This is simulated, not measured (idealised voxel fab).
Presented below is a process module, voxel air gaps.
The width of the displayed cross-section, cut, is 195 nm; its cells are square, with a size of 5 nm.
A cross-section in this document is a grid of square cells, and it is written down as bands, the top band listed before the ones below it; a band is made up of one or more rows of cells. First you get the band's top height and its bottom height, in nm, and then the materials it's made of, left to right, with each width in nm. If you see a single material with "full width", that one covers the band edge to edge. "blank" is empty space. Height is counted from the level 0, under which the received wafer is composed throughout of one material. The lowest of the bands is not closed at the bottom but continues downward, in the notation "0 -> down". Top row gets the first number, bottom row gets the second, and each row in between changes by the same step: that is how a band width like "30..40" works. Take "identical to before" at face value: in the step it is given for, the cross-section changed in none of its cells. You'll see "Closed void list" listing empty spaces that have no way open to the top, as long as they're 8 cells or more; the notation is width x height at distance, where the distance is from the left edge, and all of it is in nm. If you see something after the settings on a step's line, that's the simulator's own remark about that step. "overlay nm" on a masked step: distance the mask lay right of its planned place, negative for left.

Plan
- 1: RECEIVE | material Si
- 2: CONFORMAL_DEP | material SiO2 | thk nm 15
- 3: CONFORMAL_DEP | material SiN | thk nm 5
- 4: DIRECTIONAL_DEP | material SiO2 | thk nm 40
- 5: DIRECTIONAL_DEP | material aC | thk nm 15
- 6: PATTERN | tone open | mask id LINES | material resist | width nm 15 | pitch nm 45 | thk nm 35 | overlay nm 0
- 7: DIRECTIONAL_ETCH | etch materials aC | depth nm 15
- 8: STRIP | etch materials resist
- 9: DIRECTIONAL_ETCH | etch materials SiO2 | depth nm 40
- 10: STRIP | etch materials aC
- 11: CONFORMAL_DEP | material TiN | thk nm 5
- 12: FILL_DEP | material W | thk nm 5
- 13: CMP | height nm 60
- 14: EPI | material Ru | thk nm 10
- 15: SELECTIVE_ETCH | etch materials SiO2 | depth nm 50
- 16: CONFORMAL_DEP | material SiN | thk nm 5

Cross-section: wafer on arrival = after step 1
	0 -> down | Si full width
	Closed void list: none

Cross-section: first of two wafers, module finished, run according to plan
	75 -> 70 | 30 blank / 135 SiN / 30 blank
	70 -> 60 | 30 blank / 5 SiN / 35 Ru / 10 SiN / 35 Ru / 10 SiN / 35 Ru / 5 SiN / 30 blank
	60 -> 55 | 30 blank / 15 SiN / 5 TiN / 5 W / 5 TiN / 30 SiN / 5 TiN / 5 W / 5 TiN / 30 SiN / 5 TiN / 5 W / 5 TiN / 15 SiN / 30 blank
	55 -> 25 | 40 blank / 5 SiN / 5 TiN / 5 W / 5 TiN / 5 SiN / 20 blank / 5 SiN / 5 TiN / 5 W / 5 TiN / 5 SiN / 20 blank / 5 SiN / 5 TiN / 5 W / 5 TiN / 5 SiN / 40 blank
	25 -> 20 | 45 SiN / 15 TiN / 30 SiN / 15 TiN / 30 SiN / 15 TiN / 45 SiN
	20 -> 15 | SiN full width
	15 -> 0 | SiO2 full width
	0 -> down | Si full width
	Closed void list: 20 x 30 at 65; 20 x 30 at 110

Second wafer cross-section at end of module - shared start and plan with the first, one mistake in the run
	75 -> 70 | SiN full width
	70 -> 60 | Ru full width
	60 -> 25 | 40 W / 5 TiN / 15 SiO2 / 5 TiN / 20 W / 5 TiN / 15 SiO2 / 5 TiN / 20 W / 5 TiN / 15 SiO2 / 5 TiN / 40 W
	25 -> 20 | 45 TiN / 15 SiO2 / 30 TiN / 15 SiO2 / 30 TiN / 15 SiO2 / 45 TiN
	20 -> 15 | SiN full width
	15 -> 0 | SiO2 full width
	0 -> down | Si full width
	Closed void list: none
Heads up, the wafer didn't run the way we planned it: note that step 6 departed from the planned setting and was carried out as PATTERN | tone cover | mask id LINES | material resist | width nm 15 | pitch nm 45 | thk nm 35 | overlay nm 0
The closing comparison, in cells, has the second wafer with more or fewer of some materials than the first: Ru: 36 more | SiN: 84 fewer | SiO2: 72 more | TiN: 21 more | W: 147 more
Quick summary for you: first wafer finishes at 2 closed voids, second at 0.
